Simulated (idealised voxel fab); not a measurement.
Process module in this document: voxel trench capacitor
225 nm wide, 5 nm square cells: that's cross-section cut.
Each cross-section below is a grid of square cells, stated as bands in top-down order, with one or more rows of cells making up each band. Quick guide to a band line: top height, bottom height (nm) up front; then every material left to right with its width in nm. Only one material and it's marked "everywhere"? Then it fills the band edge to edge. And "blank" just means empty space. Measure heights from 0. That's the level where, below it, the as-received wafer is all one material. The lowest band is bottomless and extends downward; write it as in "0 nm and below". Per-row width for "30..40": begins at first number (top row of band), ends at second number (bottom row), increment between rows held constant. Where the words "left unchanged" appear for a step, the cross-section shows no cell changed by that step; every cell remained as before. Closed empty spaces (no open way to the top) of 8 cells or more are what "Unvented internal voids" lists, each as width x height at distance from the left edge, nm for all three. That trailing text on a step's line, after the settings, is the simulator's own remark on the step. overlay nm: how far to the right of its planned place the mask lay on this masked step (negative: to the left).
**These are the steps we planned for the process**
1. RECEIVE | material Si
2. CONFORMAL_DEP | material SiN | thk nm 5
3. PATTERN | tone open | mask id TRENCH | material resist | width nm 25 | pitch nm 50 | thk nm 20 | overlay nm 0
4. DIRECTIONAL_ETCH | etch materials SiN | depth nm 5
5. DIRECTIONAL_ETCH | etch materials Si | depth nm 35
6. STRIP | etch materials resist
7. CONFORMAL_DEP | material Al2O3 | thk nm 5
8. FILL_DEP | material polySi | thk nm 5
9. CMP | height nm 5
**First out of two wafers; run went to plan**
**Cross-section, incoming material, after step 1**
  0 nm and below = Si everywhere
  Unvented internal voids: none
**How the wafer stands in section after step 2**
  5 nm to 0 nm = SiN everywhere
  Rest of section, below 0: as before.
**How the wafer stands in section after step 3**
  25 nm to 5 nm = resist: 50; blank: 25; resist: 25; blank: 25; resist: 25; blank: 25; resist: 50
  Rest of section, below 5: as before.
**How the wafer stands in section after step 4**
  25 nm to 5 nm = resist: 50; blank: 25; resist: 25; blank: 25; resist: 25; blank: 25; resist: 50
  5 nm to 0 nm = SiN: 50; blank: 25; SiN: 25; blank: 25; SiN: 25; blank: 25; SiN: 50
  Rest of section, below 0: as before.
**How the wafer stands in section after step 5**
  25 nm to 5 nm = resist: 50; blank: 25; resist: 25; blank: 25; resist: 25; blank: 25; resist: 50
  5 nm to 0 nm = SiN: 50; blank: 25; SiN: 25; blank: 25; SiN: 25; blank: 25; SiN: 50
  0 nm to -35 nm = Si: 50; blank: 25; Si: 25; blank: 25; Si: 25; blank: 25; Si: 50
  Rest of section, below -35: as before.
**How the wafer stands in section after step 6**
  5 nm to 0 nm = SiN: 50; blank: 25; SiN: 25; blank: 25; SiN: 25; blank: 25; SiN: 50
  Rest of section, below 0: as before.
**How the wafer stands in section after step 7**
  10 nm to 5 nm = Al2O3: 55; blank: 15; Al2O3: 35; blank: 15; Al2O3: 35; blank: 15; Al2O3: 55
  5 nm to 0 nm = SiN: 50; Al2O3: 5; blank: 15; Al2O3: 5; SiN: 25; Al2O3: 5; blank: 15; Al2O3: 5; SiN: 25; Al2O3: 5; blank: 15; Al2O3: 5; SiN: 50
  0 nm to -30 nm = Si: 50; Al2O3: 5; blank: 15; Al2O3: 5; Si: 25; Al2O3: 5; blank: 15; Al2O3: 5; Si: 25; Al2O3: 5; blank: 15; Al2O3: 5; Si: 50
  -30 nm to -35 nm = Si: 50; Al2O3: 25; Si: 25; Al2O3: 25; Si: 25; Al2O3: 25; Si: 50
  Rest of section, below -35: as before.
**How the wafer stands in section after step 8**
  15 nm to 10 nm = polySi everywhere
  10 nm to 5 nm = Al2O3: 55; polySi: 15; Al2O3: 35; polySi: 15; Al2O3: 35; polySi: 15; Al2O3: 55
  5 nm to 0 nm = SiN: 50; Al2O3: 5; polySi: 15; Al2O3: 5; SiN: 25; Al2O3: 5; polySi: 15; Al2O3: 5; SiN: 25; Al2O3: 5; polySi: 15; Al2O3: 5; SiN: 50
  0 nm to -30 nm = Si: 50; Al2O3: 5; polySi: 15; Al2O3: 5; Si: 25; Al2O3: 5; polySi: 15; Al2O3: 5; Si: 25; Al2O3: 5; polySi: 15; Al2O3: 5; Si: 50
  Rest of section, below -30: as before.
**How the wafer stands in section after step 9**
  5 nm to 0 nm = SiN: 50; Al2O3: 5; polySi: 15; Al2O3: 5; SiN: 25; Al2O3: 5; polySi: 15; Al2O3: 5; SiN: 25; Al2O3: 5; polySi: 15; Al2O3: 5; SiN: 50
  Rest of section, below 0: as before.
**Second wafer. Start and plan as for the first. One mistake made in running. Agrees with the first up to and including step 2**
**At the planned end of step 3, the second wafer in cross-section**
  25 nm to 5 nm = blank: 50; resist: 25; blank: 25; resist: 25; blank: 25; resist: 25; blank: 50
  Rest of section, below 5: as before.
**At the planned end of step 4, the second wafer in cross-section**
  25 nm to 5 nm = blank: 50; resist: 25; blank: 25; resist: 25; blank: 25; resist: 25; blank: 50
  5 nm to 0 nm = blank: 50; SiN: 25; blank: 25; SiN: 25; blank: 25; SiN: 25; blank: 50
  Rest of section, below 0: as before.
**At the planned end of step 5, the second wafer in cross-section**
  25 nm to 5 nm = blank: 50; resist: 25; blank: 25; resist: 25; blank: 25; resist: 25; blank: 50
  5 nm to 0 nm = blank: 50; SiN: 25; blank: 25; SiN: 25; blank: 25; SiN: 25; blank: 50
  0 nm to -35 nm = blank: 50; Si: 25; blank: 25; Si: 25; blank: 25; Si: 25; blank: 50
  Rest of section, below -35: as before.
**At the planned end of step 6, the second wafer in cross-section**
  5 nm to 0 nm = blank: 50; SiN: 25; blank: 25; SiN: 25; blank: 25; SiN: 25; blank: 50
  Rest of section, below 0: as before.
**At the planned end of step 7, the second wafer in cross-section**
  10 nm to 5 nm = blank: 45; Al2O3: 35; blank: 15; Al2O3: 35; blank: 15; Al2O3: 35; blank: 45
  5 nm to 0 nm = blank: 45; Al2O3: 5; SiN: 25; Al2O3: 5; blank: 15; Al2O3: 5; SiN: 25; Al2O3: 5; blank: 15; Al2O3: 5; SiN: 25; Al2O3: 5; blank: 45
  0 nm to -30 nm = blank: 45; Al2O3: 5; Si: 25; Al2O3: 5; blank: 15; Al2O3: 5; Si: 25; Al2O3: 5; blank: 15; Al2O3: 5; Si: 25; Al2O3: 5; blank: 45
  -30 nm to -35 nm = Al2O3: 50; Si: 25; Al2O3: 25; Si: 25; Al2O3: 25; Si: 25; Al2O3: 50
  Rest of section, below -35: as before.
**At the planned end of step 8, the second wafer in cross-section**
  15 nm to 10 nm = polySi everywhere
  10 nm to 5 nm = polySi: 45; Al2O3: 35; polySi: 15; Al2O3: 35; polySi: 15; Al2O3: 35; polySi: 45
  5 nm to 0 nm = polySi: 45; Al2O3: 5; SiN: 25; Al2O3: 5; polySi: 15; Al2O3: 5; SiN: 25; Al2O3: 5; polySi: 15; Al2O3: 5; SiN: 25; Al2O3: 5; polySi: 45
  0 nm to -30 nm = polySi: 45; Al2O3: 5; Si: 25; Al2O3: 5; polySi: 15; Al2O3: 5; Si: 25; Al2O3: 5; polySi: 15; Al2O3: 5; Si: 25; Al2O3: 5; polySi: 45
  Rest of section, below -30: as before.
**At the planned end of step 9, the second wafer in cross-section**
  5 nm to 0 nm = polySi: 45; Al2O3: 5; SiN: 25; Al2O3: 5; polySi: 15; Al2O3: 5; SiN: 25; Al2O3: 5; polySi: 15; Al2O3: 5; SiN: 25; Al2O3: 5; polySi: 45
  Rest of section, below 0: as before.
The plan and the run diverged here: it should be noted that step 3 was executed with settings other than those planned, the operation and settings actually applied being PATTERN | tone cover | mask id TRENCH | material resist | width nm 25 | pitch nm 50 | thk nm 20 | overlay nm 0
The final cell counts differ between the wafers, with the second having more or fewer of some materials than the first: Al2O3: 15 more | Si: 105 fewer | SiN: 15 fewer | polySi: 105 more
